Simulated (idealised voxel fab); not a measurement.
process module | voxel tone inversion
cross-section cut | 285 nm wide | cells 5 nm
A cross-section is a grid of square cells, given in bands from the top down. A band is one or more rows of cells.
Each band's line starts with the height of the band's top and of its bottom, in nm. Then come its materials from left to right, each with its width in nm. One material with "throughout" fills the band from edge to edge. "air" is empty space.
Height 0 is the level under which the wafer as received is all one material. The lowest band goes on downwards, as in "0 down".
A width such as "30 to 40" changes by the same amount from each row of cells to the next, from the band's top row to its bottom row.
"no change" after a step means that no cell of the cross-section changed.
closed voids: empty space of 8 cells or more with no open way to the top, each as width x height at its distance from the left edge, in nm
after a step's settings: what the simulator itself notes on the step
overlay nm, on a step with a mask: how far to the right of its planned place the mask lay; to the left if negative
plan
1 op RECEIVE | material Si
2 op CONFORMAL_DEP | material SiN | thk nm 5
3 op DIRECTIONAL_DEP | material aC | thk nm 20
4 op PATTERN | tone cover | mask id POSTS | material resist | width nm 15 | pitch nm 45 | thk nm 30 | overlay nm 0
5 op DIRECTIONAL_ETCH | etch materials aC | depth nm 20
6 op STRIP | etch materials resist
7 op FILL_DEP | material lowk | thk nm 10
8 op CMP | height nm 25
9 op STRIP | etch materials aC
as received, after step 1
  0 down: Si throughout
  closed voids: none
first wafer at the end, as planned
  25 to 5: lowk 110 | air 15 | lowk 30 | air 15 | lowk 115
  5 to 0: SiN throughout
  0 down: Si throughout
  closed voids: none
second wafer at the end: like start, like plan, one mistake
  25 to 5: air 110 | lowk 15 | air 30 | lowk 15 | air 115
  5 to 0: SiN throughout
  0 down: Si throughout
  closed voids: none
what went wrong: step 4 ran as: op PATTERN | tone open | mask id POSTS | material resist | width nm 15 | pitch nm 45 | thk nm 30 | overlay nm 0
at the end the second wafer has, in cells: 180 fewer of lowk
